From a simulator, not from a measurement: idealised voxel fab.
Herein follows the process module entitled voxel ribs on slabs.
Xsec cut, 230 nm wide, square cell size 5 nm.
Each cross-section below is a grid of square cells, stated as bands in top-down order, with one or more rows of cells making up each band. What a band's entry tells you: where the top is and where the bottom is, as heights in nm, and after that what lies inside, material by material from left to right, each with its width in nm. Empty space is written as the word "air", and a single material marked with the word "edge to edge" occupies the band from edge to edge. Convention: height 0 is the level below which the wafer, as received, is all one material. The lowest band does not terminate at the bottom but continues downward, represented as "top 0, no bottom". Width "30->40": first value at the band's top row of cells, second value at its bottom row, equal change from row to row. The designation "nothing altered", where it is given for a processing step, indicates that no cell of the cross-section was altered in the course of that step. Voids not open to the top, 8 cells minimum: see "Closed void roster". Written width x height at distance; distance is from the left edge; nm. Step line, after settings: the simulator's comment on this step. The setting "overlay nm" may be written on the line of a step. When the step uses a mask, the value reports how far to the right of the planned place the mask lay, and a negative value reports that it lay to the left.
# Intended process steps
- 1: op RECEIVE | material Si
- 2: op DIRECTIONAL_DEP | material SiO2 | thk nm 30
- 3: op DIRECTIONAL_DEP | material SiN | thk nm 25
- 4: op DIRECTIONAL_DEP | material aC | thk nm 10
- 5: op PATTERN | tone cover | mask id RIB | material resist | width nm 25 | thk nm 25 | overlay nm 0
- 6: op DIRECTIONAL_ETCH | etch materials aC | depth nm 10
- 7: op STRIP | etch materials resist
- 8: op DIRECTIONAL_ETCH | etch materials SiN | depth nm 10
- 9: op STRIP | etch materials aC
- 10: op DIRECTIONAL_DEP | material aC | thk nm 15
- 11: op PATTERN | tone cover | mask id SLAB | material resist | width nm 85 | thk nm 30 | overlay nm 0
- 12: op DIRECTIONAL_ETCH | etch materials aC | depth nm 15
- 13: op STRIP | etch materials resist
- 14: op DIRECTIONAL_ETCH | etch materials SiN | depth nm 15
- 15: op STRIP | etch materials aC
- 16: op FILL_DEP | material SiO2 | thk nm 15
- 17: op CMP | height nm 65
- 18: op DIRECTIONAL_DEP | material TiN | thk nm 5
- 19: op PATTERN | tone cover | mask id HEATER | material resist | width nm 35 | thk nm 20 | overlay nm 0
- 20: op DIRECTIONAL_ETCH | etch materials TiN | depth nm 5
- 21: op STRIP | etch materials resist
- 22: op CONFORMAL_DEP | material SiN | thk nm 10
# Received-state cross-section, reflecting completion of step 1
- top 0, no bottom  Si edge to edge
- Closed void roster: none
# Wafer cross-section at module end: first of two, run to plan
- top 80, bottom 75  85 of air, then 55 of SiN, then 90 of air
- top 75, bottom 70  SiN edge to edge
- top 70, bottom 65  95 of SiN, then 35 of TiN, then 100 of SiN
- top 65, bottom 55  SiO2 edge to edge
- top 55, bottom 45  100 of SiO2, then 25 of SiN, then 105 of SiO2
- top 45, bottom 30  70 of SiO2, then 85 of SiN, then 75 of SiO2
- top 30, bottom 0  SiO2 edge to edge
- top 0, no bottom  Si edge to edge
- Closed void roster: none
# End-of-module cross-section of the second wafer: identical starting point and process plan to the first, with one processing mistake
- top 80, bottom 75  85 of air, then 55 of SiN, then 90 of air
- top 75, bottom 70  SiN edge to edge
- top 70, bottom 65  95 of SiN, then 35 of TiN, then 100 of SiN
- top 65, bottom 55  SiO2 edge to edge
- top 55, bottom 45  70 of SiO2, then 30 of SiN, then 25 of SiO2, then 30 of SiN, then 75 of SiO2
- top 45, bottom 40  70 of SiO2, then 85 of SiN, then 75 of SiO2
- top 40, bottom 30  SiN edge to edge
- top 30, bottom 0  SiO2 edge to edge
- top 0, no bottom  Si edge to edge
- Closed void roster: none
Which mistake was made when the wafer was run? step 5 did not happen as planned, as run it was op PATTERN | tone open | mask id RIB | material resist | width nm 25 | thk nm 25 | overlay nm 0
Counted in cells at the end, the second wafer holds more or fewer of these materials than the first: SiN +72 | SiO2 -72
